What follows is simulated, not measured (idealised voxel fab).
process module | voxel tone inversion
cross-section cut | 175 nm wide | cells 5 nm
A cross-section is a grid of square cells, given in bands from the top down. A band is one or more rows of cells.
Each band's line starts with the height of the band's top and of its bottom, in nm. Then come its materials from left to right, each with its width in nm. One material with "throughout" fills the band from edge to edge. "air" is empty space.
Height 0 is the level under which the wafer as received is all one material. The lowest band goes on downwards, as in "0 down".
A width such as "30 to 40" changes by the same amount from each row of cells to the next, from the band's top row to its bottom row.
"no change" after a step means that no cell of the cross-section changed.
closed voids: empty space of 8 cells or more with no open way to the top, each as width x height at its distance from the left edge, in nm
after a step's settings: what the simulator itself notes on the step
overlay nm, on a step with a mask: how far to the right of its planned place the mask lay; to the left if negative
Each pair below shows a cross-section before one step and the cross-section after it, down to the lowest band that changed. The line under each pair gives the step between them, with its settings. The pairs can come from different runs of this module on the same starting wafer, so a pair continues from the pair above only where its "before" says so.
before
  0 down: Si throughout
  closed voids: none
after
  5 to 0: SiN throughout
  below 0: unchanged
  closed voids: none
the step between: op CONFORMAL_DEP | material SiN | thk nm 5
before: the cross-section after the pair above
after
  20 to 5: aC throughout
  below 5: unchanged
  closed voids: none
the step between: op DIRECTIONAL_DEP | material aC | thk nm 15
before: the cross-section after the pair above
after
  40 to 20: air 20 | resist 25 | air 30 | resist 25 | air 30 | resist 25 | air 20
  below 20: unchanged
  closed voids: none
the step between: op PATTERN | tone cover | mask id POSTS | material resist | width nm 25 | pitch nm 55 | thk nm 20 | overlay nm 0
before: the cross-section after the pair above
after
  25 to 20: air 20 | resist 25 | air 30 | resist 25 | air 30 | resist 25 | air 20
  20 to 5: air 20 | aC 25 | air 30 | aC 25 | air 30 | aC 25 | air 20
  below 5: unchanged
  closed voids: none
the step between: op DIRECTIONAL_ETCH | etch materials aC | depth nm 15
before: the cross-section after the pair above
after
  20 to 5: air 20 | aC 25 | air 30 | aC 25 | air 30 | aC 25 | air 20
  below 5: unchanged
  closed voids: none
the step between: op STRIP | etch materials resist
before: the cross-section after the pair above
after
  25 to 20: lowk throughout
  20 to 5: lowk 20 | aC 25 | lowk 30 | aC 25 | lowk 30 | aC 25 | lowk 20
  below 5: unchanged
  closed voids: none
the step between: op FILL_DEP | material lowk | thk nm 5
before: the cross-section after the pair above
after
  20 to 5: lowk 20 | aC 25 | lowk 30 | aC 25 | lowk 30 | aC 25 | lowk 20
  below 5: unchanged
  closed voids: none
the step between: op CMP | height nm 20
before: the cross-section after the pair above
after
  20 to 5: lowk 20 | air 25 | lowk 30 | air 25 | lowk 30 | air 25 | lowk 20
  below 5: unchanged
  closed voids: none
the step between: op STRIP | etch materials aC
before: the cross-section after the pair above
after
  25 to 20: TiN 25 | air 15 | TiN 40 | air 15 | TiN 40 | air 15 | TiN 25
  20 to 10: lowk 20 | TiN 5 | air 15 | TiN 5 | lowk 30 | TiN 5 | air 15 | TiN 5 | lowk 30 | TiN 5 | air 15 | TiN 5 | lowk 20
  10 to 5: lowk 20 | TiN 25 | lowk 30 | TiN 25 | lowk 30 | TiN 25 | lowk 20
  below 5: unchanged
  closed voids: none
the step between: op CONFORMAL_DEP | material TiN | thk nm 5
before: the cross-section after the pair above
after
  30 to 25: Ru throughout
  25 to 20: TiN 25 | Ru 15 | TiN 40 | Ru 15 | TiN 40 | Ru 15 | TiN 25
  20 to 10: lowk 20 | TiN 5 | Ru 15 | TiN 5 | lowk 30 | TiN 5 | Ru 15 | TiN 5 | lowk 30 | TiN 5 | Ru 15 | TiN 5 | lowk 20
  below 10: unchanged
  closed voids: none
the step between: op FILL_DEP | material Ru | thk nm 5
before: the cross-section after the pair above
after
  20 to 10: lowk 20 | TiN 5 | Ru 15 | TiN 5 | lowk 30 | TiN 5 | Ru 15 | TiN 5 | lowk 30 | TiN 5 | Ru 15 | TiN 5 | lowk 20
  below 10: unchanged
  closed voids: none
the step between: op CMP | height nm 20
before: the cross-section after the pair above
after
  25 to 20: SiCN throughout
  below 20: unchanged
  closed voids: none
the step between: op CONFORMAL_DEP | material SiCN | thk nm 5
before
  0 down: Si throughout
  closed voids: none
after
  15 to 0: aC throughout
  below 0: unchanged
  closed voids: none
the step between: op DIRECTIONAL_DEP | material aC | thk nm 15
before: the cross-section after the pair above
after
  35 to 15: air 20 | resist 25 | air 30 | resist 25 | air 30 | resist 25 | air 20
  below 15: unchanged
  closed voids: none
the step between: op PATTERN | tone cover | mask id POSTS | material resist | width nm 25 | pitch nm 55 | thk nm 20 | overlay nm 0
before: the cross-section after the pair above
after
  20 to 15: air 20 | resist 25 | air 30 | resist 25 | air 30 | resist 25 | air 20
  15 to 0: air 20 | aC 25 | air 30 | aC 25 | air 30 | aC 25 | air 20
  below 0: unchanged
  closed voids: none
the step between: op DIRECTIONAL_ETCH | etch materials aC | depth nm 15
before: the cross-section after the pair above
after
  15 to 0: air 20 | aC 25 | air 30 | aC 25 | air 30 | aC 25 | air 20
  below 0: unchanged
  closed voids: none
the step between: op STRIP | etch materials resist
before: the cross-section after the pair above
after
  20 to 15: lowk throughout
  15 to 0: lowk 20 | aC 25 | lowk 30 | aC 25 | lowk 30 | aC 25 | lowk 20
  below 0: unchanged
  closed voids: none
the step between: op FILL_DEP | material lowk | thk nm 5
before: the cross-section after the pair above
after
  25 to 20: TiN throughout
  below 20: unchanged
  closed voids: none
the step between: op CONFORMAL_DEP | material TiN | thk nm 5
before: the cross-section after the pair above
after
  30 to 25: Ru throughout
  below 25: unchanged
  closed voids: none
the step between: op FILL_DEP | material Ru | thk nm 5
before: the cross-section after the pair above
after
  20 to 15: lowk throughout
  below 15: unchanged
  closed voids: none
the step between: op CMP | height nm 20
before: the cross-section after the pair above
after
  25 to 20: SiCN throughout
  below 20: unchanged
  closed voids: none
the step between: op CONFORMAL_DEP | material SiCN | thk nm 5
before
  30 to 25: Ru throughout
  25 to 20: TiN 25 | Ru 15 | TiN 40 | Ru 15 | TiN 40 | Ru 15 | TiN 25
  20 to 10: lowk 20 | TiN 5 | Ru 15 | TiN 5 | lowk 30 | TiN 5 | Ru 15 | TiN 5 | lowk 30 | TiN 5 | Ru 15 | TiN 5 | lowk 20
  10 to 5: lowk 20 | TiN 25 | lowk 30 | TiN 25 | lowk 30 | TiN 25 | lowk 20
  5 to 0: SiN throughout
  0 down: Si throughout
  closed voids: none
after
  35 to 25: Ru throughout
  below 25: unchanged
  closed voids: none
the step between: op FILL_DEP | material Ru | thk nm 5
before: the cross-section after the pair above
after
  20 to 10: lowk 20 | TiN 5 | Ru 15 | TiN 5 | lowk 30 | TiN 5 | Ru 15 | TiN 5 | lowk 30 | TiN 5 | Ru 15 | TiN 5 | lowk 20
  below 10: unchanged
  closed voids: none
the step between: op CMP | height nm 20
before
  15 to 0: aC throughout
  0 down: Si throughout
  closed voids: none
after
  20 to 15: SiN throughout
  below 15: unchanged
  closed voids: none
the step between: op CONFORMAL_DEP | material SiN | thk nm 5
before: the cross-section after the pair above
after
  40 to 20: air 20 | resist 25 | air 30 | resist 25 | air 30 | resist 25 | air 20
  below 20: unchanged
  closed voids: none
the step between: op PATTERN | tone cover | mask id POSTS | material resist | width nm 25 | pitch nm 55 | thk nm 20 | overlay nm 0
before: the cross-section after the pair above
after
  25 to 20: air 20 | resist 25 | air 30 | resist 25 | air 30 | resist 25 | air 20
  below 20: unchanged
  closed voids: none
the step between: op DIRECTIONAL_ETCH | etch materials aC | depth nm 15
before: the cross-section after the pair above
after
  20 to 15: SiN throughout
  below 15: unchanged
  closed voids: none
the step between: op STRIP | etch materials resist
before: the cross-section after the pair above
after
  25 to 20: lowk throughout
  below 20: unchanged
  closed voids: none
the step between: op FILL_DEP | material lowk | thk nm 5
before: the cross-section after the pair above
after
  20 to 15: SiN throughout
  below 15: unchanged
  closed voids: none
the step between: op CMP | height nm 20
before: the cross-section after the pair above
after
  25 to 20: TiN throughout
  below 20: unchanged
  closed voids: none
the step between: op CONFORMAL_DEP | material TiN | thk nm 5
before: the cross-section after the pair above
after
  30 to 25: Ru throughout
  below 25: unchanged
  closed voids: none
the step between: op FILL_DEP | material Ru | thk nm 5
before: the cross-section after the pair above
after
  20 to 15: SiN throughout
  below 15: unchanged
  closed voids: none
the step between: op CMP | height nm 20
before: the cross-section after the pair above
after
  25 to 20: SiCN throughout
  below 20: unchanged
  closed voids: none
the step between: op CONFORMAL_DEP | material SiCN | thk nm 5
before
  30 to 25: Ru throughout
  25 to 20: TiN 25 | Ru 15 | TiN 40 | Ru 15 | TiN 40 | Ru 15 | TiN 25
  20 to 10: lowk 20 | TiN 5 | Ru 15 | TiN 5 | lowk 30 | TiN 5 | Ru 15 | TiN 5 | lowk 30 | TiN 5 | Ru 15 | TiN 5 | lowk 20
  10 to 5: lowk 20 | TiN 25 | lowk 30 | TiN 25 | lowk 30 | TiN 25 | lowk 20
  5 to 0: SiN throughout
  0 down: Si throughout
  closed voids: none
after
  15 to 10: lowk 20 | TiN 5 | Ru 15 | TiN 5 | lowk 30 | TiN 5 | Ru 15 | TiN 5 | lowk 30 | TiN 5 | Ru 15 | TiN 5 | lowk 20
  below 10: unchanged
  closed voids: none
the step between: op CMP | height nm 15
before: the cross-section after the pair above
after
  20 to 15: SiCN throughout
  below 15: unchanged
  closed voids: none
the step between: op CONFORMAL_DEP | material SiCN | thk nm 5
before
  20 to 5: aC throughout
  5 to 0: SiN throughout
  0 down: Si throughout
  closed voids: none
after
  40 to 20: air 25 | resist 20 | air 35 | resist 20 | air 35 | resist 20 | air 20
  below 20: unchanged
  closed voids: none
the step between: op PATTERN | tone cover | mask id POSTS | material resist | width nm 20 | pitch nm 55 | thk nm 20 | overlay nm 0
before: the cross-section after the pair above
after
  25 to 20: air 25 | resist 20 | air 35 | resist 20 | air 35 | resist 20 | air 20
  20 to 5: air 25 | aC 20 | air 35 | aC 20 | air 35 | aC 20 | air 20
  below 5: unchanged
  closed voids: none
the step between: op DIRECTIONAL_ETCH | etch materials aC | depth nm 15
before: the cross-section after the pair above
after
  20 to 5: air 25 | aC 20 | air 35 | aC 20 | air 35 | aC 20 | air 20
  below 5: unchanged
  closed voids: none
the step between: op STRIP | etch materials resist
before: the cross-section after the pair above
after
  25 to 20: lowk throughout
  20 to 5: lowk 25 | aC 20 | lowk 35 | aC 20 | lowk 35 | aC 20 | lowk 20
  below 5: unchanged
  closed voids: none
the step between: op FILL_DEP | material lowk | thk nm 5
before: the cross-section after the pair above
after
  20 to 5: lowk 25 | aC 20 | lowk 35 | aC 20 | lowk 35 | aC 20 | lowk 20
  below 5: unchanged
  closed voids: none
the step between: op CMP | height nm 20
before: the cross-section after the pair above
after
  20 to 5: lowk 25 | air 20 | lowk 35 | air 20 | lowk 35 | air 20 | lowk 20
  below 5: unchanged
  closed voids: none
the step between: op STRIP | etch materials aC
before: the cross-section after the pair above
after
  25 to 20: TiN 30 | air 10 | TiN 45 | air 10 | TiN 45 | air 10 | TiN 25
  20 to 10: lowk 25 | TiN 5 | air 10 | TiN 5 | lowk 35 | TiN 5 | air 10 | TiN 5 | lowk 35 | TiN 5 | air 10 | TiN 5 | lowk 20
  10 to 5: lowk 25 | TiN 20 | lowk 35 | TiN 20 | lowk 35 | TiN 20 | lowk 20
  below 5: unchanged
  closed voids: none
the step between: op CONFORMAL_DEP | material TiN | thk nm 5
before: the cross-section after the pair above
after
  30 to 25: Ru throughout
  25 to 20: TiN 30 | Ru 10 | TiN 45 | Ru 10 | TiN 45 | Ru 10 | TiN 25
  20 to 10: lowk 25 | TiN 5 | Ru 10 | TiN 5 | lowk 35 | TiN 5 | Ru 10 | TiN 5 | lowk 35 | TiN 5 | Ru 10 | TiN 5 | lowk 20
  below 10: unchanged
  closed voids: none
the step between: op FILL_DEP | material Ru | thk nm 5
before: the cross-section after the pair above
after
  20 to 10: lowk 25 | TiN 5 | Ru 10 | TiN 5 | lowk 35 | TiN 5 | Ru 10 | TiN 5 | lowk 35 | TiN 5 | Ru 10 | TiN 5 | lowk 20
  below 10: unchanged
  closed voids: none
the step between: op CMP | height nm 20
before: the cross-section after the pair above
after
  25 to 20: SiCN throughout
  below 20: unchanged
  closed voids: none
the step between: op CONFORMAL_DEP | material SiCN | thk nm 5
before
  20 to 5: aC throughout
  5 to 0: SiN throughout
  0 down: Si throughout
  closed voids: none
after
  40 to 20: air 15 | resist 25 | air 30 | resist 25 | air 30 | resist 25 | air 25
  below 20: unchanged
  closed voids: none
the step between: op PATTERN | tone cover | mask id POSTS | material resist | width nm 25 | pitch nm 55 | thk nm 20 | overlay nm -5
before: the cross-section after the pair above
after
  25 to 20: air 15 | resist 25 | air 30 | resist 25 | air 30 | resist 25 | air 25
  20 to 5: air 15 | aC 25 | air 30 | aC 25 | air 30 | aC 25 | air 25
  below 5: unchanged
  closed voids: none
the step between: op DIRECTIONAL_ETCH | etch materials aC | depth nm 15
before: the cross-section after the pair above
after
  20 to 5: air 15 | aC 25 | air 30 | aC 25 | air 30 | aC 25 | air 25
  below 5: unchanged
  closed voids: none
the step between: op STRIP | etch materials resist
before: the cross-section after the pair above
after
  25 to 20: lowk throughout
  20 to 5: lowk 15 | aC 25 | lowk 30 | aC 25 | lowk 30 | aC 25 | lowk 25
  below 5: unchanged
  closed voids: none
the step between: op FILL_DEP | material lowk | thk nm 5
before: the cross-section after the pair above
after
  20 to 5: lowk 15 | aC 25 | lowk 30 | aC 25 | lowk 30 | aC 25 | lowk 25
  below 5: unchanged
  closed voids: none
the step between: op CMP | height nm 20
before: the cross-section after the pair above
after
  20 to 5: lowk 15 | air 25 | lowk 30 | air 25 | lowk 30 | air 25 | lowk 25
  below 5: unchanged
  closed voids: none
the step between: op STRIP | etch materials aC
before: the cross-section after the pair above
after
  25 to 20: TiN 20 | air 15 | TiN 40 | air 15 | TiN 40 | air 15 | TiN 30
  20 to 10: lowk 15 | TiN 5 | air 15 | TiN 5 | lowk 30 | TiN 5 | air 15 | TiN 5 | lowk 30 | TiN 5 | air 15 | TiN 5 | lowk 25
  10 to 5: lowk 15 | TiN 25 | lowk 30 | TiN 25 | lowk 30 | TiN 25 | lowk 25
  below 5: unchanged
  closed voids: none
the step between: op CONFORMAL_DEP | material TiN | thk nm 5
before: the cross-section after the pair above
after
  30 to 25: Ru throughout
  25 to 20: TiN 20 | Ru 15 | TiN 40 | Ru 15 | TiN 40 | Ru 15 | TiN 30
  20 to 10: lowk 15 | TiN 5 | Ru 15 | TiN 5 | lowk 30 | TiN 5 | Ru 15 | TiN 5 | lowk 30 | TiN 5 | Ru 15 | TiN 5 | lowk 25
  below 10: unchanged
  closed voids: none
the step between: op FILL_DEP | material Ru | thk nm 5
before: the cross-section after the pair above
after
  20 to 10: lowk 15 | TiN 5 | Ru 15 | TiN 5 | lowk 30 | TiN 5 | Ru 15 | TiN 5 | lowk 30 | TiN 5 | Ru 15 | TiN 5 | lowk 25
  below 10: unchanged
  closed voids: none
the step between: op CMP | height nm 20
before: the cross-section after the pair above
after
  25 to 20: SiCN throughout
  below 20: unchanged
  closed voids: none
the step between: op CONFORMAL_DEP | material SiCN | thk nm 5
before
  5 to 0: SiN throughout
  0 down: Si throughout
  closed voids: none
after
  20 to 5: Ru throughout
  below 5: unchanged
  closed voids: none
the step between: op DIRECTIONAL_DEP | material Ru | thk nm 15
before: the cross-section after the pair above
after
  40 to 20: air 20 | resist 25 | air 30 | resist 25 | air 30 | resist 25 | air 20
  below 20: unchanged
  closed voids: none
the step between: op PATTERN | tone cover | mask id POSTS | material resist | width nm 25 | pitch nm 55 | thk nm 20 | overlay nm 0
before: the cross-section after the pair above
after
  25 to 20: air 20 | resist 25 | air 30 | resist 25 | air 30 | resist 25 | air 20
  below 20: unchanged
  closed voids: none
the step between: op DIRECTIONAL_ETCH | etch materials aC | depth nm 15
before: the cross-section after the pair above
after
  20 to 5: Ru throughout
  below 5: unchanged
  closed voids: none
the step between: op STRIP | etch materials resist
before: the cross-section after the pair above
after
  25 to 20: lowk throughout
  below 20: unchanged
  closed voids: none
the step between: op FILL_DEP | material lowk | thk nm 5
before: the cross-section after the pair above
after
  20 to 5: Ru throughout
  below 5: unchanged
  closed voids: none
the step between: op CMP | height nm 20
before: the cross-section after the pair above
after
  25 to 20: TiN throughout
  below 20: unchanged
  closed voids: none
the step between: op CONFORMAL_DEP | material TiN | thk nm 5
before: the cross-section after the pair above
after
  30 to 25: Ru throughout
  below 25: unchanged
  closed voids: none
the step between: op FILL_DEP | material Ru | thk nm 5
before: the cross-section after the pair above
after
  20 to 5: Ru throughout
  below 5: unchanged
  closed voids: none
the step between: op CMP | height nm 20
before: the cross-section after the pair above
after
  25 to 20: SiCN throughout
  below 20: unchanged
  closed voids: none
the step between: op CONFORMAL_DEP | material SiCN | thk nm 5
before
  20 to 5: aC throughout
  5 to 0: SiN throughout
  0 down: Si throughout
  closed voids: none
after
  40 to 20: resist 20 | air 25 | resist 30 | air 25 | resist 30 | air 25 | resist 20
  below 20: unchanged
  closed voids: none
the step between: op PATTERN | tone open | mask id POSTS | material resist | width nm 25 | pitch nm 55 | thk nm 20 | overlay nm 0
before: the cross-section after the pair above
after
  25 to 20: resist 20 | air 25 | resist 30 | air 25 | resist 30 | air 25 | resist 20
  20 to 5: aC 20 | air 25 | aC 30 | air 25 | aC 30 | air 25 | aC 20
  below 5: unchanged
  closed voids: none
the step between: op DIRECTIONAL_ETCH | etch materials aC | depth nm 15
before: the cross-section after the pair above
after
  20 to 5: aC 20 | air 25 | aC 30 | air 25 | aC 30 | air 25 | aC 20
  below 5: unchanged
  closed voids: none
the step between: op STRIP | etch materials resist
before: the cross-section after the pair above
after
  25 to 20: lowk throughout
  20 to 5: aC 20 | lowk 25 | aC 30 | lowk 25 | aC 30 | lowk 25 | aC 20
  below 5: unchanged
  closed voids: none
the step between: op FILL_DEP | material lowk | thk nm 5
before: the cross-section after the pair above
after
  20 to 5: aC 20 | lowk 25 | aC 30 | lowk 25 | aC 30 | lowk 25 | aC 20
  below 5: unchanged
  closed voids: none
the step between: op CMP | height nm 20
before: the cross-section after the pair above
after
  20 to 5: air 20 | lowk 25 | air 30 | lowk 25 | air 30 | lowk 25 | air 20
  below 5: unchanged
  closed voids: none
the step between: op STRIP | etch materials aC
before: the cross-section after the pair above
after
  25 to 20: air 15 | TiN 35 | air 20 | TiN 35 | air 20 | TiN 35 | air 15
  20 to 10: air 15 | TiN 5 | lowk 25 | TiN 5 | air 20 | TiN 5 | lowk 25 | TiN 5 | air 20 | TiN 5 | lowk 25 | TiN 5 | air 15
  10 to 5: TiN 20 | lowk 25 | TiN 30 | lowk 25 | TiN 30 | lowk 25 | TiN 20
  below 5: unchanged
  closed voids: none
the step between: op CONFORMAL_DEP | material TiN | thk nm 5
before: the cross-section after the pair above
after
  30 to 25: Ru throughout
  25 to 20: Ru 15 | TiN 35 | Ru 20 | TiN 35 | Ru 20 | TiN 35 | Ru 15
  20 to 10: Ru 15 | TiN 5 | lowk 25 | TiN 5 | Ru 20 | TiN 5 | lowk 25 | TiN 5 | Ru 20 | TiN 5 | lowk 25 | TiN 5 | Ru 15
  below 10: unchanged
  closed voids: none
the step between: op FILL_DEP | material Ru | thk nm 5
before: the cross-section after the pair above
after
  20 to 10: Ru 15 | TiN 5 | lowk 25 | TiN 5 | Ru 20 | TiN 5 | lowk 25 | TiN 5 | Ru 20 | TiN 5 | lowk 25 | TiN 5 | Ru 15
  below 10: unchanged
  closed voids: none
the step between: op CMP | height nm 20
before: the cross-section after the pair above
after
  25 to 20: SiCN throughout
  below 20: unchanged
  closed voids: none
the step between: op CONFORMAL_DEP | material SiCN | thk nm 5
